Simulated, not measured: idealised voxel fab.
The document below concerns the process module designated voxel released beams.
The cross-section shown here is cut; it is 285 nm wide and divided into square cells measuring 5 nm on a side.
This document writes a cross-section as a grid whose cells are square, and gives it as bands, listed from the top down; one or more rows of cells form a band. The band entry comprises the height of the band's top followed by the height of its bottom, expressed in nm, and subsequently the band's materials from left to right, each stated together with its width in nm. Where a single material is marked with the word "full width", that material fills the band from edge to edge. The word "air" represents empty space. Note: height 0 marks the level under which the wafer is uniformly one material as received. Lowest band unbounded below, written "0 down". Graded width ("30..40"): value in top row of band = first number; value in bottom row = second number; row-to-row change constant. Given "no change occurred" for a step, no cell of the cross-section differs between before and after that step. "Cavities, sealed" contains a list of empty spaces, each no smaller than 8 cells and without an open way to the top, written in the form width x height at distance with the distance from the left edge and all three in nm. Post-settings text on a step line: simulator's own remark regarding the step. The setting "overlay nm" may be written on the line of a step. When the step uses a mask, the value reports how far to the right of the planned place the mask lay, and a negative value reports that it lay to the left.

-- This section lists the process steps that were planned
1,RECEIVE (material Si)
2,CONFORMAL_DEP (material Al2O3; thk nm 5)
3,DIRECTIONAL_DEP (material SiO2; thk nm 20)
4,PATTERN (tone open; mask id ANCHOR; material resist; width nm 35; thk nm 20; overlay nm 0)
5,DIRECTIONAL_ETCH (etch materials SiO2; depth nm 20)
6,STRIP (etch materials resist)
7,CONFORMAL_DEP (material SiN; thk nm 15)
8,MASKED_ETCH (tone cover; mask id BEAM; width nm 75; etch materials SiN; depth nm 15; overlay nm 0)
9,STRIP (etch materials SiO2)
Among the wafers covered here, the point of difference is the width nm at step 8; their starting state is shared, and the plan presents the value of the first wafer.

-- The first of several wafers as received, shown in cross-section; this is its state after step 1
	0 down | Si full width
	Cavities, sealed: none

-- Cross-section, first of several wafers, end of module, after last step 9
	40 to 25 | 100 nm air | 15 nm SiN | 5 nm air | 55 nm SiN | 110 nm air
	25 to 20 | 100 nm air | 15 nm SiN | 5 nm air | 15 nm SiN | 150 nm air
	20 to 5 | 100 nm air | 35 nm SiN | 150 nm air
	5 to 0 | Al2O3 full width
	0 down | Si full width
	Cavities, sealed: none

-- Module end, final wafer: cross-section
	40 to 25 | 90 nm air | 25 nm SiN | 5 nm air | 70 nm SiN | 95 nm air
	25 to 20 | 100 nm air | 15 nm SiN | 5 nm air | 15 nm SiN | 150 nm air
	20 to 5 | 100 nm air | 35 nm SiN | 150 nm air
	5 to 0 | Al2O3 full width
	0 down | Si full width
	Cavities, sealed: none

-- For your reference, the table is organized with a row per wafer; each row reflects the wafer at the end of the module, indicating for each material the cells gained (+) or lost (-) since receipt, and thereafter its closed voids
width nm 75, +57 Al2O3, +69 SiN, Cavities, sealed: none
width nm 80, +57 Al2O3, +72 SiN, Cavities, sealed: none
width nm 85, +57 Al2O3, +75 SiN, Cavities, sealed: none
width nm 90, +57 Al2O3, +78 SiN, Cavities, sealed: none
width nm 95, +57 Al2O3, +81 SiN, Cavities, sealed: none
width nm 100, +57 Al2O3, +84 SiN, Cavities, sealed: none
